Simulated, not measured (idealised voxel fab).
process module | voxel ribs on slabs
cross-section cut | 155 nm wide | cells 5 nm
A cross-section is a grid of square cells, given in bands from the top down. A band is one or more rows of cells.
Each band's line starts with the height of the band's top and of its bottom, in nm. Then come its materials from left to right, each with its width in nm. One material with "throughout" fills the band from edge to edge. "air" is empty space.
Height 0 is the level under which the wafer as received is all one material. The lowest band goes on downwards, as in "0 down".
A width such as "30 to 40" changes by the same amount from each row of cells to the next, from the band's top row to its bottom row.
"no change" after a step means that no cell of the cross-section changed.
closed voids: empty space of 8 cells or more with no open way to the top, each as width x height at its distance from the left edge, in nm
after a step's settings: what the simulator itself notes on the step
overlay nm, on a step with a mask: how far to the right of its planned place the mask lay; to the left if negative
plan
1 op RECEIVE | material Si
2 op DIRECTIONAL_DEP | material SiO2 | thk nm 20
3 op DIRECTIONAL_DEP | material polySi | thk nm 25
4 op MASKED_ETCH | tone cover | mask id RIB | width nm 30 | etch materials polySi | depth nm 20 | overlay nm 0
5 op DIRECTIONAL_DEP | material aC | thk nm 15
6 op PATTERN | tone cover | mask id SLAB | material resist | width nm 60 | thk nm 35 | overlay nm 0
7 op DIRECTIONAL_ETCH | etch materials aC | depth nm 15
8 op STRIP | etch materials resist
9 op DIRECTIONAL_ETCH | etch materials polySi | depth nm 5
10 op STRIP | etch materials aC
11 op FILL_DEP | material SiO2 | thk nm 20
12 op CMP | height nm 60
13 op DIRECTIONAL_DEP | material W | thk nm 10
14 op PATTERN | tone cover | mask id HEATER | material resist | width nm 40 | thk nm 15 | overlay nm 0
15 op DIRECTIONAL_ETCH | etch materials W | depth nm 10
16 op STRIP | etch materials resist
17 op CONFORMAL_DEP | material SiO2 | thk nm 10
first wafer, as planned
as received, after step 1
  0 down: Si throughout
  closed voids: none
after step 2
  20 to 0: SiO2 throughout
  below 0: unchanged
after step 3
  45 to 20: polySi throughout
  below 20: unchanged
after step 4
  45 to 25: air 60 | polySi 30 | air 65
  below 25: unchanged
after step 5
  60 to 45: air 60 | aC 30 | air 65
  45 to 40: air 60 | polySi 30 | air 65
  40 to 25: aC 60 | polySi 30 | aC 65
  below 25: unchanged
after step 6
  95 to 60: air 45 | resist 60 | air 50
  60 to 45: air 45 | resist 15 | aC 30 | resist 15 | air 50
  45 to 40: air 45 | resist 15 | polySi 30 | resist 15 | air 50
  below 40: unchanged
after step 7
  80 to 60: air 45 | resist 60 | air 50
  60 to 45: air 45 | resist 15 | aC 30 | resist 15 | air 50
  45 to 40: air 45 | resist 15 | polySi 30 | resist 15 | air 50
  40 to 25: air 45 | aC 15 | polySi 30 | aC 15 | air 50
  below 25: unchanged
after step 8
  60 to 45: air 60 | aC 30 | air 65
  45 to 40: air 60 | polySi 30 | air 65
  below 40: unchanged
after step 9
  60 to 45: air 60 | aC 30 | air 65
  45 to 40: air 60 | polySi 30 | air 65
  40 to 25: air 45 | aC 15 | polySi 30 | aC 15 | air 50
  25 to 20: air 45 | polySi 60 | air 50
  below 20: unchanged
after step 10
  45 to 25: air 60 | polySi 30 | air 65
  below 25: unchanged
after step 11
  65 to 45: SiO2 throughout
  45 to 25: SiO2 60 | polySi 30 | SiO2 65
  25 to 20: SiO2 45 | polySi 60 | SiO2 50
  below 20: unchanged
after step 12
  60 to 45: SiO2 throughout
  below 45: unchanged
after step 13
  70 to 60: W throughout
  below 60: unchanged
after step 14
  85 to 70: air 55 | resist 40 | air 60
  below 70: unchanged
after step 15
  85 to 70: air 55 | resist 40 | air 60
  70 to 60: air 55 | W 40 | air 60
  below 60: unchanged
after step 16
  70 to 60: air 55 | W 40 | air 60
  below 60: unchanged
after step 17
  80 to 70: air 45 | SiO2 60 | air 50
  70 to 60: SiO2 55 | W 40 | SiO2 60
  below 60: unchanged
second wafer: like start, like plan, one mistake. Through step 16 it matches the first wafer
when step 17 should have ended
  85 to 75: air 40 | SiO2 70 | air 45
  75 to 70: SiO2 throughout
  70 to 60: SiO2 55 | W 40 | SiO2 60
  below 60: unchanged
what went wrong: step 17 ran as: op CONFORMAL_DEP | material SiO2 | thk nm 15
at the end the second wafer has, in cells: 35 more of SiO2
